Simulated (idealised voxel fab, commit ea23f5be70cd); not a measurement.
Presented below is a process module, voxel self aligned contacts.
Pictured: cross-section cut, 235 nm wide, on a grid of 5 nm square cells.
How to read a cross-section here: the picture is a grid of square cells, written as bands going from the top down, and any band can span one or more rows of cells.
Band entry format. Leading values: height of top, height of bottom, nm. Remainder: materials in left-to-right order, each with its width in nm. Special words: "edge to edge" on a single material, which then fills the band edge to edge; "air", empty space.
Heights are measured from 0, the level below which the as-received wafer is all one material; the lowest band has no bottom and continues downward, written as in "0 -> down".
So if you see something like "30->40" for the width, read it as the top row of the band sitting at the first number and the bottom row at the second, with every row in between moving by the same amount as the last.
Where a step carries "nothing got changed", the cross-section came out of it unchanged, cell for cell.
You'll see "Closed void table" listing empty spaces that have no way open to the top, as long as they're 8 cells or more; the notation is width x height at distance, where the distance is from the left edge, and all of it is in nm.
Read whatever lies past the settings on a step's line as the simulator's own remark about the step.
"overlay nm" answers the question of how far to the right of plan the mask lay on a step that has a mask, and when it is negative the answer is to the left.
-- Planned process steps
1 RECEIVE (material Si)
2 CONFORMAL_DEP (material SiO2; thk nm 5)
3 DIRECTIONAL_DEP (material polySi; thk nm 25)
4 DIRECTIONAL_DEP (material SiN; thk nm 20)
5 DIRECTIONAL_DEP (material aC; thk nm 10)
6 PATTERN (tone cover; mask id GATE; material resist; width nm 35; pitch nm 60; thk nm 30; overlay nm 0)
7 DIRECTIONAL_ETCH (etch materials aC; depth nm 10)
8 STRIP (etch materials resist)
9 DIRECTIONAL_ETCH (etch materials SiN; depth nm 20)
10 DIRECTIONAL_ETCH (etch materials polySi; depth nm 25)
11 STRIP (etch materials aC)
12 CONFORMAL_DEP (material SiN; thk nm 5)
13 DIRECTIONAL_ETCH (etch materials SiN; depth nm 5)
14 FILL_DEP (material SiO2; thk nm 15)
15 CMP (height nm 55)
16 DIRECTIONAL_DEP (material aC; thk nm 15)
17 PATTERN (tone open; mask id CONTACT; material resist; width nm 45; pitch nm 60; thk nm 35; overlay nm 0)
18 DIRECTIONAL_ETCH (etch materials aC; depth nm 15)
19 STRIP (etch materials resist)
20 DIRECTIONAL_ETCH (etch materials SiO2; depth nm 55)
21 STRIP (etch materials aC)
22 CONFORMAL_DEP (material TiN; thk nm 5)
23 FILL_DEP (material W; thk nm 10)
24 CMP (height nm 55)
25 CONFORMAL_DEP (material SiN; thk nm 5)
-- Shown in cross-section is the wafer as received, that is, as it stands after step 1
    0 -> down | Si edge to edge
    Closed void table: none
-- As-planned run: cross-section of the first of two wafers at end of module
    60 -> 55 | SiN edge to edge
    55 -> 50 | SiO2=65, then TiN=20, then W=5, then TiN=20, then SiO2=15, then TiN=20, then W=5, then TiN=20, then SiO2=65
    50 -> 30 | SiO2=35, then SiN=45, then TiN=5, then W=5, then TiN=5, then SiN=45, then TiN=5, then W=5, then TiN=5, then SiN=45, then SiO2=35
    30 -> 5 | SiO2=35, then SiN=5, then polySi=35, then SiN=5, then TiN=5, then W=5, then TiN=5, then SiN=5, then polySi=35, then SiN=5, then TiN=5, then W=5, then TiN=5, then SiN=5, then polySi=35, then SiN=5, then SiO2=35
    5 -> 0 | SiO2=80, then TiN=15, then SiO2=45, then TiN=15, then SiO2=80
    0 -> down | Si edge to edge
    Closed void table: none
-- Second of two wafers, module complete, sectioned: it shares the first wafer's start and plan but was run with one mistake
    75 -> 70 | SiN edge to edge
    70 -> 60 | W edge to edge
    60 -> 55 | TiN=70, then W=35, then TiN=25, then W=35, then TiN=70
    55 -> 50 | SiO2=65, then TiN=20, then W=5, then TiN=20, then SiO2=15, then TiN=20, then W=5, then TiN=20, then SiO2=65
    50 -> 30 | SiO2=35, then SiN=45, then TiN=5, then W=5, then TiN=5, then SiN=45, then TiN=5, then W=5, then TiN=5, then SiN=45, then SiO2=35
    30 -> 5 | SiO2=35, then SiN=5, then polySi=35, then SiN=5, then TiN=5, then W=5, then TiN=5, then SiN=5, then polySi=35, then SiN=5, then TiN=5, then W=5, then TiN=5, then SiN=5, then polySi=35, then SiN=5, then SiO2=35
    5 -> 0 | SiO2=80, then TiN=15, then SiO2=45, then TiN=15, then SiO2=80
    0 -> down | Si edge to edge
    Closed void table: none
Short version of what went wrong: step 24 of the plan: omitted, not performed
Heads up, by the end the second wafer has more or fewer cells of some materials compared to the first: +33 TiN; +108 W
